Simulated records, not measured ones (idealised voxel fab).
The document below concerns the process module designated voxel released beams.
Pictured: cross-section cut, 230 nm wide, on a grid of 5 nm square cells.
Heads up, the way a cross-section reads in here is a grid of square cells, handed over as bands from the top down, with every band being one or more rows of cells.
Top, bottom (nm), then materials left to right with widths (nm); lone material tagged "everywhere" fills the whole band edge to edge; "air" = empty space.
Note: height 0 marks the level under which the wafer is uniformly one material as received. Lowest band unbounded below, written "0..down".
The width entry "30..40" should be interpreted row by row: the top row of cells in the band takes the first number, the bottom row takes the second number, and the change between adjacent rows is uniform throughout.
The cross-section has no changed cell in any step marked "changes: none".
The entry "Listed closed voids" lists the empty spaces that cover at least 8 cells and have no open path to the top. Each is written as width x height at distance, where the distance is measured from the left edge and all three values are in nm.
Where a step's line continues beyond its settings, the continuation is a remark by the simulator itself on that step.
"overlay nm" denotes, for a step that has a mask, the displacement of the mask to the right of its planned place, with negative values corresponding to the left.

-- The process steps that were planned are listed below
1 RECEIVE [material Si]
2 CONFORMAL_DEP [material SiN] [thk nm 5]
3 DIRECTIONAL_DEP [material SiO2] [thk nm 20]
4 DIRECTIONAL_DEP [material aC] [thk nm 10]
5 PATTERN [tone open] [mask id ANCHOR] [material resist] [width nm 25] [thk nm 30] [overlay nm 0]
6 DIRECTIONAL_ETCH [etch materials aC] [depth nm 10]
7 STRIP [etch materials resist]
8 DIRECTIONAL_ETCH [etch materials SiO2] [depth nm 10]
9 STRIP [etch materials aC]
10 CONFORMAL_DEP [material polySi] [thk nm 10]
11 DIRECTIONAL_DEP [material aC] [thk nm 15]
12 PATTERN [tone cover] [mask id BEAM] [material resist] [width nm 110] [thk nm 30] [overlay nm 0]
13 DIRECTIONAL_ETCH [etch materials aC] [depth nm 15]
14 STRIP [etch materials resist]
15 DIRECTIONAL_ETCH [etch materials polySi] [depth nm 10]
16 STRIP [etch materials aC]
17 STRIP [etch materials SiO2]
It is noted that the wafers described herein are identical at the outset and are distinguished by the depth nm of step 8; the value stated in the plan corresponds to the first wafer.

-- Cross-sectional view of the first of several wafers in the as-received condition, corresponding to the state following step 1
> 0..down = Si everywhere
> Listed closed voids: none

-- Table: wafers, a row each; end-of-module cell change per material since receipt, gain (+), loss (-); then closed voids
depth nm 10; +46 SiN; Listed closed voids: none
depth nm 15; +46 SiN; Listed closed voids: none
depth nm 20; +46 SiN; +60 polySi; Listed closed voids: none
depth nm 25; +46 SiN; +60 polySi; Listed closed voids: none
depth nm 30; +46 SiN; +60 polySi; Listed closed voids: none
depth nm 35; +46 SiN; +60 polySi; Listed closed voids: none
